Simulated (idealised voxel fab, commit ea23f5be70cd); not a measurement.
The following is a process module called voxel trench capacitor.
Cross-section cut: width 275 nm, square cells of 5 nm.
Heads up, the way a cross-section reads in here is a grid of square cells, handed over as bands from the top down, with every band being one or more rows of cells.
The band entry comprises the height of the band's top followed by the height of its bottom, expressed in nm, and subsequently the band's materials from left to right, each stated together with its width in nm. Where a single material is marked with the word "throughout", that material fills the band from edge to edge. The word "blank" represents empty space.
For the purposes of this specification, 0 denotes the height below which the wafer in its as-received condition is composed wholly of one material, and the lowermost band, lacking a lower limit, extends downward without end, as expressed in "0 and below".
Read "30..40" as a graded width: first number on top, second number at the bottom, same change between each pair of neighbouring rows.
Given "left unchanged" for a step, no cell of the cross-section differs between before and after that step.
"Enclosed void listing" enumerates empty spaces isolated from the top, with no open way to it, that contain at least 8 cells, giving each as width x height at distance from the left edge, all three in nm.
Post-settings text on a step line: simulator's own remark regarding the step.
Each step line may optionally specify "overlay nm", which for a step with a mask gives the rightward distance between the mask's planned place and where it lay, a negative value indicating the leftward direction.
List of planned process steps
1. RECEIVE with material Si
2. CONFORMAL_DEP with material SiN, thk nm 10
3. DIRECTIONAL_DEP with material aC, thk nm 10
4. PATTERN with tone open, mask id TRENCH, material resist, width nm 25, pitch nm 45, thk nm 30, overlay nm 0
5. DIRECTIONAL_ETCH with etch materials aC, depth nm 10
6. STRIP with etch materials resist
7. DIRECTIONAL_ETCH with etch materials SiN, depth nm 10
8. DIRECTIONAL_ETCH with etch materials Si, depth nm 25
9. STRIP with etch materials aC
10. CONFORMAL_DEP with material HfO2, thk nm 5
11. CONFORMAL_DEP with material TiN, thk nm 5
12. FILL_DEP with material W, thk nm 10
13. CMP with height nm 10
As received (post step 1): cross-section
- 0 and below | Si throughout
- Enclosed void listing: none
Looking at the first of two wafers in cross-section at end of module - ran to plan
- 10 down to 0 | SiN: 55 | HfO2: 5 | TiN: 5 | W: 5 | TiN: 5 | HfO2: 5 | SiN: 20 | HfO2: 5 | TiN: 5 | W: 5 | TiN: 5 | HfO2: 5 | SiN: 20 | HfO2: 5 | TiN: 5 | W: 5 | TiN: 5 | HfO2: 5 | SiN: 20 | HfO2: 5 | TiN: 5 | W: 5 | TiN: 5 | HfO2: 5 | SiN: 60
- 0 down to -15 | Si: 55 | HfO2: 5 | TiN: 5 | W: 5 | TiN: 5 | HfO2: 5 | Si: 20 | HfO2: 5 | TiN: 5 | W: 5 | TiN: 5 | HfO2: 5 | Si: 20 | HfO2: 5 | TiN: 5 | W: 5 | TiN: 5 | HfO2: 5 | Si: 20 | HfO2: 5 | TiN: 5 | W: 5 | TiN: 5 | HfO2: 5 | Si: 60
- -15 down to -20 | Si: 55 | HfO2: 5 | TiN: 15 | HfO2: 5 | Si: 20 | HfO2: 5 | TiN: 15 | HfO2: 5 | Si: 20 | HfO2: 5 | TiN: 15 | HfO2: 5 | Si: 20 | HfO2: 5 | TiN: 15 | HfO2: 5 | Si: 60
- -20 down to -25 | Si: 55 | HfO2: 25 | Si: 20 | HfO2: 25 | Si: 20 | HfO2: 25 | Si: 20 | HfO2: 25 | Si: 60
- -25 and below | Si throughout
- Enclosed void listing: none
Cross-section of the latter of the two wafers at module completion. It had an identical start and an identical plan to the former; in running it, one mistake was made
- 10 down to 0 | W: 45 | TiN: 5 | HfO2: 5 | SiN: 25 | HfO2: 5 | TiN: 10 | HfO2: 5 | SiN: 25 | HfO2: 5 | TiN: 10 | HfO2: 5 | SiN: 25 | HfO2: 5 | TiN: 10 | HfO2: 5 | SiN: 25 | HfO2: 5 | TiN: 5 | W: 50
- 0 down to -15 | W: 45 | TiN: 5 | HfO2: 5 | Si: 25 | HfO2: 5 | TiN: 10 | HfO2: 5 | Si: 25 | HfO2: 5 | TiN: 10 | HfO2: 5 | Si: 25 | HfO2: 5 | TiN: 10 | HfO2: 5 | Si: 25 | HfO2: 5 | TiN: 5 | W: 50
- -15 down to -20 | TiN: 50 | HfO2: 5 | Si: 25 | HfO2: 5 | TiN: 10 | HfO2: 5 | Si: 25 | HfO2: 5 | TiN: 10 | HfO2: 5 | Si: 25 | HfO2: 5 | TiN: 10 | HfO2: 5 | Si: 25 | HfO2: 5 | TiN: 55
- -20 down to -25 | HfO2: 55 | Si: 25 | HfO2: 20 | Si: 25 | HfO2: 20 | Si: 25 | HfO2: 20 | Si: 25 | HfO2: 60
- -25 and below | Si throughout
- Enclosed void listing: none
Processing error: step 4 ran as: PATTERN with tone cover, mask id TRENCH, material resist, width nm 25, pitch nm 45, thk nm 30, overlay nm 0
at the end the second wafer has, in cells: HfO2: 15 more, Si: 75 fewer, SiN: 30 fewer, TiN: 15 more, W: 75 more
